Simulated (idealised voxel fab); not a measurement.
process module | voxel spacer lines
cross-section cut | 255 nm wide | cells 5 nm
A cross-section is a grid of square cells, given in bands from the top down. A band is one or more rows of cells.
Each band's line starts with the height of the band's top and of its bottom, in nm. Then come its materials from left to right, each with its width in nm. One material with "throughout" fills the band from edge to edge. "air" is empty space.
Height 0 is the level under which the wafer as received is all one material. The lowest band goes on downwards, as in "0 down".
A width such as "30 to 40" changes by the same amount from each row of cells to the next, from the band's top row to its bottom row.
"no change" after a step means that no cell of the cross-section changed.
closed voids: empty space of 8 cells or more with no open way to the top, each as width x height at its distance from the left edge, in nm
after a step's settings: what the simulator itself notes on the step
overlay nm, on a step with a mask: how far to the right of its planned place the mask lay; to the left if negative
plan
1 op RECEIVE | material Si
2 op CONFORMAL_DEP | material Al2O3 | thk nm 10
3 op DIRECTIONAL_DEP | material TiN | thk nm 10
4 op DIRECTIONAL_DEP | material polySi | thk nm 30
5 op PATTERN | tone cover | mask id MANDREL | material resist | width nm 20 | pitch nm 60 | thk nm 35 | overlay nm 0
6 op DIRECTIONAL_ETCH | etch materials polySi | depth nm 30
7 op STRIP | etch materials resist
8 op CONFORMAL_DEP | material SiO2 | thk nm 10
9 op DIRECTIONAL_ETCH | etch materials SiO2 | depth nm 10
10 op STRIP | etch materials polySi
11 op DIRECTIONAL_ETCH | etch materials TiN | depth nm 10
12 op STRIP | etch materials SiO2
13 op FILL_DEP | material lowk | thk nm 5
14 op CMP | height nm 20
as received, after step 1
  0 down: Si throughout
  closed voids: none
first wafer at the end, as planned
  20 to 10: lowk 75 | TiN 10 | lowk 20 | TiN 10 | lowk 20 | TiN 10 | lowk 20 | TiN 10 | lowk 80
  10 to 0: Al2O3 throughout
  0 down: Si throughout
  closed voids: none
second wafer at the end: like start, like plan, one mistake
  20 to 10: lowk 80 | TiN 10 | lowk 15 | TiN 10 | lowk 25 | TiN 10 | lowk 15 | TiN 10 | lowk 80
  10 to 0: Al2O3 throughout
  0 down: Si throughout
  closed voids: none
what went wrong: step 5 ran as: op PATTERN | tone cover | mask id MANDREL | material resist | width nm 15 | pitch nm 60 | thk nm 35 | overlay nm 0
at the end the second wafer has, in cells: as many of each material as the first, in other places
